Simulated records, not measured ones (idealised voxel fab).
process module | voxel air gaps
cross-section cut | 235 nm wide | cells 5 nm
A cross-section is a grid of square cells, given in bands from the top down. A band is one or more rows of cells.
Each band's line starts with the height of the band's top and of its bottom, in nm. Then come its materials from left to right, each with its width in nm. One material with "throughout" fills the band from edge to edge. "air" is empty space.
Height 0 is the level under which the wafer as received is all one material. The lowest band goes on downwards, as in "0 down".
A width such as "30 to 40" changes by the same amount from each row of cells to the next, from the band's top row to its bottom row.
"no change" after a step means that no cell of the cross-section changed.
closed voids: empty space of 8 cells or more with no open way to the top, each as width x height at its distance from the left edge, in nm
after a step's settings: what the simulator itself notes on the step
overlay nm, on a step with a mask: how far to the right of its planned place the mask lay; to the left if negative
plan
1 op RECEIVE | material Si
2 op CONFORMAL_DEP | material SiO2 | thk nm 15
3 op CONFORMAL_DEP | material SiN | thk nm 5
4 op DIRECTIONAL_DEP | material lowk | thk nm 35
5 op DIRECTIONAL_DEP | material aC | thk nm 15
6 op PATTERN | tone open | mask id LINES | material resist | width nm 25 | pitch nm 50 | thk nm 30 | overlay nm 0
7 op DIRECTIONAL_ETCH | etch materials aC | depth nm 15
8 op STRIP | etch materials resist
9 op DIRECTIONAL_ETCH | etch materials lowk | depth nm 35
10 op STRIP | etch materials aC
11 op CONFORMAL_DEP | material TiN | thk nm 5
12 op FILL_DEP | material Cu | thk nm 10
13 op CMP | height nm 55
14 op EPI | material Ru | thk nm 10
15 op SELECTIVE_ETCH | etch materials lowk | depth nm 45
16 op CONFORMAL_DEP | material SiCN | thk nm 5
varied across the wafers: thk nm of step 16. The plan shows the first wafer's value. All wafers start alike
first wafer as received, after step 1
  0 down: Si throughout
  closed voids: none
first wafer at the end, after step 16
  70 to 65: air 40 | SiCN 155 | air 40
  65 to 55: air 40 | SiCN 5 | Ru 45 | SiCN 5 | Ru 45 | SiCN 5 | Ru 45 | SiCN 5 | air 40
  55 to 50: air 40 | SiCN 15 | TiN 5 | Cu 15 | TiN 5 | SiCN 25 | TiN 5 | Cu 15 | TiN 5 | SiCN 25 | TiN 5 | Cu 15 | TiN 5 | SiCN 15 | air 40
  50 to 25: air 50 | SiCN 5 | TiN 5 | Cu 15 | TiN 5 | SiCN 5 | air 15 | SiCN 5 | TiN 5 | Cu 15 | TiN 5 | SiCN 5 | air 15 | SiCN 5 | TiN 5 | Cu 15 | TiN 5 | SiCN 5 | air 50
  25 to 20: SiCN 55 | TiN 25 | SiCN 25 | TiN 25 | SiCN 25 | TiN 25 | SiCN 55
  20 to 15: SiN throughout
  15 to 0: SiO2 throughout
  0 down: Si throughout
  closed voids: 15 x 25 at 85; 15 x 25 at 135
last wafer at the end
  85 to 65: air 25 | SiCN 185 | air 25
  65 to 55: air 25 | SiCN 20 | Ru 45 | SiCN 5 | Ru 45 | SiCN 5 | Ru 45 | SiCN 20 | air 25
  55 to 50: air 25 | SiCN 30 | TiN 5 | Cu 15 | TiN 5 | SiCN 25 | TiN 5 | Cu 15 | TiN 5 | SiCN 25 | TiN 5 | Cu 15 | TiN 5 | SiCN 30 | air 25
  50 to 40: air 25 | SiCN 30 | TiN 5 | Cu 15 | TiN 5 | SiCN 5 | air 15 | SiCN 5 | TiN 5 | Cu 15 | TiN 5 | SiCN 5 | air 15 | SiCN 5 | TiN 5 | Cu 15 | TiN 5 | SiCN 30 | air 25
  40 to 25: SiCN 55 | TiN 5 | Cu 15 | TiN 5 | SiCN 5 | air 15 | SiCN 5 | TiN 5 | Cu 15 | TiN 5 | SiCN 5 | air 15 | SiCN 5 | TiN 5 | Cu 15 | TiN 5 | SiCN 55
  25 to 20: SiCN 55 | TiN 25 | SiCN 25 | TiN 25 | SiCN 25 | TiN 25 | SiCN 55
  20 to 15: SiN throughout
  15 to 0: SiO2 throughout
  0 down: Si throughout
  closed voids: 15 x 25 at 85; 15 x 25 at 135
each wafer at the end: cells of each material gained (+) or lost (-) since it was received, then its closed voids
thk nm 5 | +54 Cu | +54 Ru | +117 SiCN | +47 SiN | +141 SiO2 | +51 TiN | closed voids: 15 x 25 at 85; 15 x 25 at 135
thk nm 10 | +54 Cu | +54 Ru | +190 SiCN | +47 SiN | +141 SiO2 | +51 TiN | closed voids: 15 x 25 at 85; 15 x 25 at 135
thk nm 15 | +54 Cu | +54 Ru | +263 SiCN | +47 SiN | +141 SiO2 | +51 TiN | closed voids: 15 x 25 at 85; 15 x 25 at 135
thk nm 20 | +54 Cu | +54 Ru | +332 SiCN | +47 SiN | +141 SiO2 | +51 TiN | closed voids: 15 x 25 at 85; 15 x 25 at 135
